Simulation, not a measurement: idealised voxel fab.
process module | voxel gate over fins
cross-section cut | 140 nm wide | cells 5 nm
A cross-section is a grid of square cells, given in bands from the top down. A band is one or more rows of cells.
Each band's line starts with the height of the band's top and of its bottom, in nm. Then come its materials from left to right, each with its width in nm. One material with "throughout" fills the band from edge to edge. "air" is empty space.
Height 0 is the level under which the wafer as received is all one material. The lowest band goes on downwards, as in "0 down".
A width such as "30 to 40" changes by the same amount from each row of cells to the next, from the band's top row to its bottom row.
"no change" after a step means that no cell of the cross-section changed.
closed voids: empty space of 8 cells or more with no open way to the top, each as width x height at its distance from the left edge, in nm
after a step's settings: what the simulator itself notes on the step
overlay nm, on a step with a mask: how far to the right of its planned place the mask lay; to the left if negative
plan
1 op RECEIVE | material Si
2 op CONFORMAL_DEP | material SiN | thk nm 5
3 op PATTERN | tone cover | mask id FINS | material resist | width nm 15 | pitch nm 60 | thk nm 20 | overlay nm 0
4 op DIRECTIONAL_ETCH | etch materials SiN | depth nm 5
5 op DIRECTIONAL_ETCH | etch materials Si | depth nm 40
6 op STRIP | etch materials resist
7 op OXIDIZE | depth nm 5
8 op FILL_DEP | material SiO2 | thk nm 15
9 op CMP | height nm 5
10 op PATTERN | tone open | mask id RAIL | material resist | width nm 15 | thk nm 15 | overlay nm 0
11 op DIRECTIONAL_ETCH | etch materials SiO2 | depth nm 40
12 op STRIP | etch materials resist
13 op CONFORMAL_DEP | material TiN | thk nm 5
14 op FILL_DEP | material W | thk nm 10
15 op CMP | height nm 5
16 op SELECTIVE_ETCH | etch materials W Ru TiN | depth nm 20
17 op FILL_DEP | material SiO2 | thk nm 5
18 op CMP | height nm 5
19 op SELECTIVE_ETCH | etch materials SiO2 | depth nm 15
20 op STRIP | etch materials SiN
21 op CONFORMAL_DEP | material HfO2 | thk nm 5
22 op CONFORMAL_DEP | material TiN | thk nm 5
23 op CONFORMAL_DEP | material TiAl | thk nm 5
24 op CONFORMAL_DEP | material TiN | thk nm 5
25 op FILL_DEP | material W | thk nm 10
26 op CMP | height nm 25
27 op CONFORMAL_DEP | material SiCN | thk nm 10
as received, after step 1
  0 down: Si throughout
  closed voids: none
a wafer at the end: this start, this plan, one mistake
  35 to 25: SiCN throughout
  25 to 20: W throughout
  20 to 15: W 15 | TiN 45 | W 15 | TiN 45 | W 20
  15 to 10: W 15 | TiN 5 | TiAl 35 | TiN 5 | W 15 | TiN 5 | TiAl 35 | TiN 5 | W 20
  10 to 5: TiN 20 | TiAl 5 | TiN 25 | TiAl 5 | TiN 25 | TiAl 5 | TiN 25 | TiAl 5 | TiN 25
  5 to 0: TiAl 25 | TiN 5 | HfO2 15 | TiN 5 | TiAl 35 | TiN 5 | HfO2 15 | TiN 5 | TiAl 30
  0 to -5: TiN 30 | HfO2 5 | Si 5 | HfO2 5 | TiN 45 | HfO2 5 | Si 5 | HfO2 5 | TiN 35
  -5 to -10: HfO2 35 | Si 5 | HfO2 55 | Si 5 | HfO2 40
  -10 to -15: SiO2 35 | Si 5 | SiO2 55 | Si 5 | SiO2 40
  -15 to -30: W 25 | TiN 5 | SiO2 5 | Si 5 | SiO2 5 | TiN 5 | W 5 | TiN 5 | SiO2 15 | TiN 5 | W 5 | TiN 5 | SiO2 5 | Si 5 | SiO2 5 | TiN 5 | W 30
  -30 to -35: TiN 30 | SiO2 5 | Si 5 | SiO2 5 | TiN 15 | SiO2 15 | TiN 15 | SiO2 5 | Si 5 | SiO2 5 | TiN 35
  -35 to -45: SiO2 35 | Si 5 | SiO2 55 | Si 5 | SiO2 40
  -45 down: Si throughout
  closed voids: none
what went wrong: step 10 ran as: op PATTERN | tone cover | mask id RAIL | material resist | width nm 15 | thk nm 15 | overlay nm 0
